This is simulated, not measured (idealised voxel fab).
Process module under the name voxel plated lines
FYI the section here is cut, 180 nm wide, cells are 5 nm squares.
Just so we're on the same page, the cross-sections are grids of square cells, and they're listed out in bands top to bottom, each band one or more rows deep. Top, bottom (nm), then materials left to right with widths (nm); lone material tagged "all across" fills the whole band edge to edge; "air" = empty space. Below 0: as-received wafer, all one material; heights counted from there. Lowest band: no bottom, goes on down, written "top 0, no bottom". Width spec "30->40" -> top row of cells at first value, bottom row at second value, equal per-row change in between. What does "stayed the same" mean for a step? It means no cell of the cross-section changed in that step. Enclosed cavity list: empty space of 8 cells or more with no open way to the top, each as width x height at its distance from the left edge, in nm. Formally, on a step line, whatever follows the settings is a remark that the simulator itself makes on the step. overlay nm, on a step with a mask: how far to the right of its planned place the mask lay; to the left if negative.

PLANNED PROCESS STEPS
1 op RECEIVE | material Si
2 op CONFORMAL_DEP | material SiN | thk nm 10
3 op DIRECTIONAL_DEP | material TiN | thk nm 5
4 op PATTERN | tone open | mask id LINES | material resist | width nm 25 | pitch nm 40 | thk nm 40 | overlay nm 0
5 op EPI | material Ru | thk nm 10
6 op EPI | material Ru | thk nm 10
7 op EPI | material Ru | thk nm 5
8 op STRIP | etch materials resist
9 op DIRECTIONAL_ETCH | etch materials TiN | depth nm 5
10 op CONFORMAL_DEP | material SiN | thk nm 10

FIRST WAFER OUT OF TWO, PROCESSED AS PLANNED

SO THIS IS THE INCOMING WAFER IN CROSS-SECTION - IT'S ALREADY BEEN THROUGH STEP 1
- top 0, no bottom: Si all across
- Enclosed cavity list: none

AFTER STEP 2: WAFER CROSS-SECTION
- top 10, bottom 0: SiN all across
- Lower than 0, everything is as it was.

AFTER STEP 3: WAFER CROSS-SECTION
- top 15, bottom 10: TiN all across
- Lower than 10, everything is as it was.

AFTER STEP 4: WAFER CROSS-SECTION
- top 55, bottom 15: 55 of resist / 25 of air / 15 of resist / 25 of air / 60 of resist
- Lower than 15, everything is as it was.

AFTER STEP 5: WAFER CROSS-SECTION
- top 55, bottom 25: 55 of resist / 25 of air / 15 of resist / 25 of air / 60 of resist
- top 25, bottom 15: 55 of resist / 25 of Ru / 15 of resist / 25 of Ru / 60 of resist
- Lower than 15, everything is as it was.

AFTER STEP 6: WAFER CROSS-SECTION
- top 55, bottom 35: 55 of resist / 25 of air / 15 of resist / 25 of air / 60 of resist
- top 35, bottom 15: 55 of resist / 25 of Ru / 15 of resist / 25 of Ru / 60 of resist
- Lower than 15, everything is as it was.

AFTER STEP 7: WAFER CROSS-SECTION
- top 55, bottom 40: 55 of resist / 25 of air / 15 of resist / 25 of air / 60 of resist
- top 40, bottom 15: 55 of resist / 25 of Ru / 15 of resist / 25 of Ru / 60 of resist
- Lower than 15, everything is as it was.

AFTER STEP 8: WAFER CROSS-SECTION
- top 40, bottom 15: 55 of air / 25 of Ru / 15 of air / 25 of Ru / 60 of air
- Lower than 15, everything is as it was.

AFTER STEP 9: WAFER CROSS-SECTION
- top 40, bottom 15: 55 of air / 25 of Ru / 15 of air / 25 of Ru / 60 of air
- top 15, bottom 10: 55 of air / 25 of TiN / 15 of air / 25 of TiN / 60 of air
- Lower than 10, everything is as it was.

AFTER STEP 10: WAFER CROSS-SECTION
- top 50, bottom 40: 45 of air / 85 of SiN / 50 of air
- top 40, bottom 20: 45 of air / 10 of SiN / 25 of Ru / 15 of SiN / 25 of Ru / 10 of SiN / 50 of air
- top 20, bottom 15: 55 of SiN / 25 of Ru / 15 of SiN / 25 of Ru / 60 of SiN
- top 15, bottom 10: 55 of SiN / 25 of TiN / 15 of SiN / 25 of TiN / 60 of SiN
- Lower than 10, everything is as it was.

WAFER TWO. SAME START, SAME PLAN, ONE SLIP IN EXECUTION. SAME AS WAFER ONE THROUGH STEP 3, INCLUSIVE

SECOND WAFER SHOWN IN CROSS-SECTION AT THE TIME STEP 4 WAS SLATED TO END
- top 55, bottom 15: 60 of resist / 20 of air / 20 of resist / 20 of air / 60 of resist
- Lower than 15, everything is as it was.

SECOND WAFER SHOWN IN CROSS-SECTION AT THE TIME STEP 5 WAS SLATED TO END
- top 55, bottom 25: 60 of resist / 20 of air / 20 of resist / 20 of air / 60 of resist
- top 25, bottom 15: 60 of resist / 20 of Ru / 20 of resist / 20 of Ru / 60 of resist
- Lower than 15, everything is as it was.

SECOND WAFER SHOWN IN CROSS-SECTION AT THE TIME STEP 6 WAS SLATED TO END
- top 55, bottom 35: 60 of resist / 20 of air / 20 of resist / 20 of air / 60 of resist
- top 35, bottom 15: 60 of resist / 20 of Ru / 20 of resist / 20 of Ru / 60 of resist
- Lower than 15, everything is as it was.

SECOND WAFER SHOWN IN CROSS-SECTION AT THE TIME STEP 7 WAS SLATED TO END
- top 55, bottom 40: 60 of resist / 20 of air / 20 of resist / 20 of air / 60 of resist
- top 40, bottom 15: 60 of resist / 20 of Ru / 20 of resist / 20 of Ru / 60 of resist
- Lower than 15, everything is as it was.

SECOND WAFER SHOWN IN CROSS-SECTION AT THE TIME STEP 8 WAS SLATED TO END
- top 40, bottom 15: 60 of air / 20 of Ru / 20 of air / 20 of Ru / 60 of air
- Lower than 15, everything is as it was.

SECOND WAFER SHOWN IN CROSS-SECTION AT THE TIME STEP 9 WAS SLATED TO END
- top 40, bottom 15: 60 of air / 20 of Ru / 20 of air / 20 of Ru / 60 of air
- top 15, bottom 10: 60 of air / 20 of TiN / 20 of air / 20 of TiN / 60 of air
- Lower than 10, everything is as it was.

SECOND WAFER SHOWN IN CROSS-SECTION AT THE TIME STEP 10 WAS SLATED TO END
- top 50, bottom 40: 50 of air / 80 of SiN / 50 of air
- top 40, bottom 20: 50 of air / 10 of SiN / 20 of Ru / 20 of SiN / 20 of Ru / 10 of SiN / 50 of air
- top 20, bottom 15: 60 of SiN / 20 of Ru / 20 of SiN / 20 of Ru / 60 of SiN
- top 15, bottom 10: 60 of SiN / 20 of TiN / 20 of SiN / 20 of TiN / 60 of SiN
- Lower than 10, everything is as it was.
So what did we get wrong on this run? the process deviated at step 4: the operation and settings actually run there were op PATTERN | tone open | mask id LINES | material resist | width nm 20 | pitch nm 40 | thk nm 40 | overlay nm 0
In the final state, the cell counts of the second wafer exceed or fall short of those of the first for the following materials: Ru: 10 fewer | SiN: 6 more | TiN: 2 fewer
